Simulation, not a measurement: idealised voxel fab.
The document below concerns the process module designated voxel spacer lines.
Cross-sectional view cut (width: 225 nm; square cell size: 5 nm).
Each cross-section below is a grid of square cells, stated as bands in top-down order, with one or more rows of cells making up each band. Heights first: top, then bottom, in nm. Then materials, left to right, each with a width in nm. "all across" on a single material: fills the band edge to edge. "blank": empty space. A quick word on heights: they are counted from 0, and under that level the wafer as it came to us is one material throughout. The lowest band is different from the rest in having no bottom; it simply continues downward, written as in "0 and below". Width spec "30..40" -> top row of cells at first value, bottom row at second value, equal per-row change in between. "remained the same" after a step means that no cell of the cross-section changed. "Closed cavities" - sealed voids, min. 8 cells, no opening to top; format: width x height at distance (distance from left edge; nm throughout). On each step's line, the part that comes after the settings is the simulator's own comment on the step. If you see "overlay nm" on a step's line and that step has a mask, it's telling you how far right of where it was planned the mask ended up; a negative number means it went left instead.

[The following list gives the planned process steps]
step 1: RECEIVE: material Si
step 2: CONFORMAL_DEP: material Al2O3, thk nm 5
step 3: DIRECTIONAL_DEP: material SiN, thk nm 10
step 4: DIRECTIONAL_DEP: material polySi, thk nm 25
step 5: PATTERN: tone cover, mask id MANDREL, material resist, width nm 25, pitch nm 80, thk nm 30, overlay nm 0
step 6: DIRECTIONAL_ETCH: etch materials polySi, depth nm 25
step 7: STRIP: etch materials resist
step 8: CONFORMAL_DEP: material SiO2, thk nm 15
step 9: DIRECTIONAL_ETCH: etch materials SiO2, depth nm 15
step 10: STRIP: etch materials polySi
step 11: DIRECTIONAL_ETCH: etch materials SiN, depth nm 10
step 12: STRIP: etch materials SiO2
step 13: FILL_DEP: material SiO2, thk nm 5
step 14: CMP: height nm 15

[First wafer, two in total, run as planned]

[as received, after step 1]
* 0 and below: Si all across
* Closed cavities: none

[Cross-section through the wafer, step 2 finished]
* 5 down to 0: Al2O3 all across
* Below 0 it's all the same as before, nothing changed down there.

[Cross-section through the wafer, step 3 finished]
* 15 down to 5: SiN all across
* Below 5 it's all the same as before, nothing changed down there.

[Cross-section through the wafer, step 4 finished]
* 40 down to 15: polySi all across
* Below 15 it's all the same as before, nothing changed down there.

[Cross-section through the wafer, step 5 finished]
* 70 down to 40: blank=60, then resist=25, then blank=55, then resist=25, then blank=60
* Below 40 it's all the same as before, nothing changed down there.

[Cross-section through the wafer, step 6 finished]
* 70 down to 40: blank=60, then resist=25, then blank=55, then resist=25, then blank=60
* 40 down to 15: blank=60, then polySi=25, then blank=55, then polySi=25, then blank=60
* Below 15 it's all the same as before, nothing changed down there.

[Cross-section through the wafer, step 7 finished]
* 40 down to 15: blank=60, then polySi=25, then blank=55, then polySi=25, then blank=60
* Below 15 it's all the same as before, nothing changed down there.

[Cross-section through the wafer, step 8 finished]
* 55 down to 40: blank=45, then SiO2=55, then blank=25, then SiO2=55, then blank=45
* 40 down to 30: blank=45, then SiO2=15, then polySi=25, then SiO2=15, then blank=25, then SiO2=15, then polySi=25, then SiO2=15, then blank=45
* 30 down to 15: SiO2=60, then polySi=25, then SiO2=55, then polySi=25, then SiO2=60
* Below 15 it's all the same as before, nothing changed down there.

[Cross-section through the wafer, step 9 finished]
* 40 down to 15: blank=45, then SiO2=15, then polySi=25, then SiO2=15, then blank=25, then SiO2=15, then polySi=25, then SiO2=15, then blank=45
* Below 15 it's all the same as before, nothing changed down there.

[Cross-section through the wafer, step 10 finished]
* 40 down to 15: blank=45, then SiO2=15, then blank=25, then SiO2=15, then blank=25, then SiO2=15, then blank=25, then SiO2=15, then blank=45
* Below 15 it's all the same as before, nothing changed down there.

[Cross-section through the wafer, step 11 finished]
* 40 down to 15: blank=45, then SiO2=15, then blank=25, then SiO2=15, then blank=25, then SiO2=15, then blank=25, then SiO2=15, then blank=45
* 15 down to 5: blank=45, then SiN=15, then blank=25, then SiN=15, then blank=25, then SiN=15, then blank=25, then SiN=15, then blank=45
* Below 5 it's all the same as before, nothing changed down there.

[Cross-section through the wafer, step 12 finished]
* 15 down to 5: blank=45, then SiN=15, then blank=25, then SiN=15, then blank=25, then SiN=15, then blank=25, then SiN=15, then blank=45
* Below 5 it's all the same as before, nothing changed down there.

[Cross-section through the wafer, step 13 finished]
* 20 down to 15: SiO2 all across
* 15 down to 5: SiO2=45, then SiN=15, then SiO2=25, then SiN=15, then SiO2=25, then SiN=15, then SiO2=25, then SiN=15, then SiO2=45
* Below 5 it's all the same as before, nothing changed down there.

[Cross-section through the wafer, step 14 finished]
* 15 down to 5: SiO2=45, then SiN=15, then SiO2=25, then SiN=15, then SiO2=25, then SiN=15, then SiO2=25, then SiN=15, then SiO2=45
* Below 5 it's all the same as before, nothing changed down there.

[The Second Wafer: Common Origin and Plan, One Mistake in Execution, Identical to the First Through Step 1]

X-section, second wafer, when step 2 was due to finish: remained the same

[X-section, second wafer, when step 3 was due to finish]
* 10 down to 0: SiN all across
* Below 0 it's all the same as before, nothing changed down there.

[X-section, second wafer, when step 4 was due to finish]
* 35 down to 10: polySi all across
* Below 10 it's all the same as before, nothing changed down there.

[X-section, second wafer, when step 5 was due to finish]
* 65 down to 35: blank=60, then resist=25, then blank=55, then resist=25, then blank=60
* Below 35 it's all the same as before, nothing changed down there.

[X-section, second wafer, when step 6 was due to finish]
* 65 down to 35: blank=60, then resist=25, then blank=55, then resist=25, then blank=60
* 35 down to 10: blank=60, then polySi=25, then blank=55, then polySi=25, then blank=60
* Below 10 it's all the same as before, nothing changed down there.

[X-section, second wafer, when step 7 was due to finish]
* 35 down to 10: blank=60, then polySi=25, then blank=55, then polySi=25, then blank=60
* Below 10 it's all the same as before, nothing changed down there.

[X-section, second wafer, when step 8 was due to finish]
* 50 down to 35: blank=45, then SiO2=55, then blank=25, then SiO2=55, then blank=45
* 35 down to 25: blank=45, then SiO2=15, then polySi=25, then SiO2=15, then blank=25, then SiO2=15, then polySi=25, then SiO2=15, then blank=45
* 25 down to 10: SiO2=60, then polySi=25, then SiO2=55, then polySi=25, then SiO2=60
* Below 10 it's all the same as before, nothing changed down there.

[X-section, second wafer, when step 9 was due to finish]
* 35 down to 10: blank=45, then SiO2=15, then polySi=25, then SiO2=15, then blank=25, then SiO2=15, then polySi=25, then SiO2=15, then blank=45
* Below 10 it's all the same as before, nothing changed down there.

[X-section, second wafer, when step 10 was due to finish]
* 35 down to 10: blank=45, then SiO2=15, then blank=25, then SiO2=15, then blank=25, then SiO2=15, then blank=25, then SiO2=15, then blank=45
* Below 10 it's all the same as before, nothing changed down there.

[X-section, second wafer, when step 11 was due to finish]
* 35 down to 10: blank=45, then SiO2=15, then blank=25, then SiO2=15, then blank=25, then SiO2=15, then blank=25, then SiO2=15, then blank=45
* 10 down to 0: blank=45, then SiN=15, then blank=25, then SiN=15, then blank=25, then SiN=15, then blank=25, then SiN=15, then blank=45
* Below 0 it's all the same as before, nothing changed down there.

[X-section, second wafer, when step 12 was due to finish]
* 10 down to 0: blank=45, then SiN=15, then blank=25, then SiN=15, then blank=25, then SiN=15, then blank=25, then SiN=15, then blank=45
* Below 0 it's all the same as before, nothing changed down there.

[X-section, second wafer, when step 13 was due to finish]
* 15 down to 10: SiO2 all across
* 10 down to 0: SiO2=45, then SiN=15, then SiO2=25, then SiN=15, then SiO2=25, then SiN=15, then SiO2=25, then SiN=15, then SiO2=45
* Below 0 it's all the same as before, nothing changed down there.

X-section, second wafer, when step 14 was due to finish: remained the same
The mistake made against the process plan was this: execution of step 2 of the plan did not take place, the step having been omitted
Looking at both finished wafers in cells, the second ends up ahead of or behind the first on some materials: -45 Al2O3 | +45 SiO2
